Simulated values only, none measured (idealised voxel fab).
The document below concerns the process module designated voxel ribs on slabs.
The width of the displayed cross-section, cut, is 190 nm; its cells are square, with a size of 5 nm.
Each cross-section below is a grid of square cells, stated as bands in top-down order, with one or more rows of cells making up each band.
Look at the band entry: it leads with the top's height and the bottom's height in nm. Then it lists the materials left to right, with a width in nm for each. The word "throughout" on a single material says that material fills the band edge to edge. The word "blank" is empty space.
Height 0 is the level under which the wafer as received is all one material. The lowest band goes on downwards, as in "0 down".
Note: "30 to 40" means the width goes from the first number (top row of the band) to the second number (bottom row) in equal steps per row of cells.
A step reported as "all unchanged" is a step in which no cell of the cross-section changed.
For the entry "Closed internal cavities", the listed items are empty spaces with no open way to the top whose size is 8 cells or more; each item follows the pattern width x height at distance, where distance is from the left edge and all three are in nm.
Where a step's line continues beyond its settings, the continuation is a remark by the simulator itself on that step.
overlay nm: how far to the right of its planned place the mask lay on this masked step (negative: to the left).
LISTED BELOW ARE THE PROCESS STEPS AS PLANNED
step 1: RECEIVE [material Si]
step 2: DIRECTIONAL_DEP [material SiO2] [thk nm 20]
step 3: DIRECTIONAL_DEP [material SiN] [thk nm 25]
step 4: DIRECTIONAL_DEP [material aC] [thk nm 10]
step 5: PATTERN [tone cover] [mask id RIB] [material resist] [width nm 20] [thk nm 30] [overlay nm 0]
step 6: DIRECTIONAL_ETCH [etch materials aC] [depth nm 10]
step 7: STRIP [etch materials resist]
step 8: DIRECTIONAL_ETCH [etch materials SiN] [depth nm 10]
step 9: STRIP [etch materials aC]
step 10: DIRECTIONAL_DEP [material aC] [thk nm 15]
step 11: PATTERN [tone cover] [mask id SLAB] [material resist] [width nm 80] [thk nm 35] [overlay nm 0]
step 12: DIRECTIONAL_ETCH [etch materials aC] [depth nm 15]
step 13: STRIP [etch materials resist]
step 14: DIRECTIONAL_ETCH [etch materials SiN] [depth nm 15]
step 15: STRIP [etch materials aC]
step 16: FILL_DEP [material SiO2] [thk nm 20]
step 17: CMP [height nm 55]
step 18: DIRECTIONAL_DEP [material W] [thk nm 5]
step 19: MASKED_ETCH [tone cover] [mask id HEATER] [width nm 30] [etch materials W] [depth nm 5] [overlay nm 0]
step 20: CONFORMAL_DEP [material SiN] [thk nm 5]
CROSS-SECTION OF THE INCOMING WAFER, STATE AFTER STEP 1
* 0 down  Si throughout
* Closed internal cavities: none
STARTING WAFER: ABOVE. PLAN: ABOVE. RUN: ONE MISTAKE. CROSS-SECTION AFTER THE MODULE: BELOW
* 65 to 60  75 nm blank / 40 nm SiN / 75 nm blank
* 60 to 55  80 nm SiN / 30 nm W / 80 nm SiN
* 55 to 35  SiO2 throughout
* 35 to 30  55 nm SiN / 80 nm SiO2 / 55 nm SiN
* 30 to 20  55 nm SiN / 30 nm SiO2 / 20 nm SiN / 30 nm SiO2 / 55 nm SiN
* 20 to 0  SiO2 throughout
* 0 down  Si throughout
* Closed internal cavities: none
Error vs. plan: step 11 ran differently from the plan; actual operation with settings: PATTERN [tone open] [mask id SLAB] [material resist] [width nm 80] [thk nm 35] [overlay nm 0]
